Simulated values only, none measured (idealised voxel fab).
Process module name: voxel ribs on slabs
140 nm wide, 5 nm square cells: that's cross-section cut.
If you're reading a cross-section in this doc, picture square cells in a grid; it comes to you as bands, top ones listed first down to the bottom, and a band can be one or more rows of cells. Each band's line starts with the height of the band's top and of its bottom, in nm. Then come its materials from left to right, each with its width in nm. One material with "everywhere" fills the band from edge to edge. "empty" is empty space. Heights from 0 (as-received wafer is one material below). Bottom band endless downward, as "0 nm and below". The two numbers in a width such as "30->40" mark its ends across the band: the first belongs to the top row of cells, the second to the bottom row, and from each row to the next the width moves by the same amount. "nothing changed" after a step means that no cell of the cross-section changed. "Enclosed empty spaces" enumerates empty spaces isolated from the top, with no open way to it, that contain at least 8 cells, giving each as width x height at distance from the left edge, all three in nm. On each step's line, the part that comes after the settings is the simulator's own comment on the step. If you see "overlay nm" on a step's line and that step has a mask, it's telling you how far right of where it was planned the mask ended up; a negative number means it went left instead.
### Steps planned for the process
1) RECEIVE, material Si
2) DIRECTIONAL_DEP, material SiO2, thk nm 25
3) DIRECTIONAL_DEP, material polySi, thk nm 25
4) MASKED_ETCH, tone cover, mask id RIB, width nm 25, etch materials polySi, depth nm 20, overlay nm 0
5) MASKED_ETCH, tone cover, mask id SLAB, width nm 85, etch materials polySi, depth nm 5, overlay nm 0
6) FILL_DEP, material SiO2, thk nm 15
7) CMP, height nm 60
8) DIRECTIONAL_DEP, material TiN, thk nm 10
9) MASKED_ETCH, tone cover, mask id HEATER, width nm 35, etch materials TiN, depth nm 10, overlay nm 0
10) CONFORMAL_DEP, material SiO2, thk nm 5
### Cross-section, incoming material, after step 1
> 0 nm and below = Si everywhere
> Enclosed empty spaces: none
### The first of the two wafers as seen in cross-section once the module was finished; processing followed the plan
> 75 nm to 70 nm = empty: 45 / SiO2: 45 / empty: 50
> 70 nm to 65 nm = empty: 45 / SiO2: 5 / TiN: 35 / SiO2: 5 / empty: 50
> 65 nm to 60 nm = SiO2: 50 / TiN: 35 / SiO2: 55
> 60 nm to 50 nm = SiO2 everywhere
> 50 nm to 30 nm = SiO2: 55 / polySi: 25 / SiO2: 60
> 30 nm to 25 nm = SiO2: 25 / polySi: 85 / SiO2: 30
> 25 nm to 0 nm = SiO2 everywhere
> 0 nm and below = Si everywhere
> Enclosed empty spaces: none
### Now the second wafer, cross-sectioned at the end of the module. Nothing different at the start, nothing different in the plan compared with the first, just one mistake when it was actually run
> 75 nm to 70 nm = empty: 45 / SiO2: 45 / empty: 50
> 70 nm to 65 nm = empty: 45 / SiO2: 5 / TiN: 35 / SiO2: 5 / empty: 50
> 65 nm to 60 nm = SiO2: 50 / TiN: 35 / SiO2: 55
> 60 nm to 45 nm = SiO2 everywhere
> 45 nm to 25 nm = SiO2: 55 / polySi: 25 / SiO2: 60
> 25 nm to 0 nm = SiO2 everywhere
> 0 nm and below = Si everywhere
> Enclosed empty spaces: none
Short version of what went wrong: not per plan at step 3, really ran DIRECTIONAL_DEP, material polySi, thk nm 20
Cell-count delta at end, second wafer over first, by material: +17 SiO2, -17 polySi
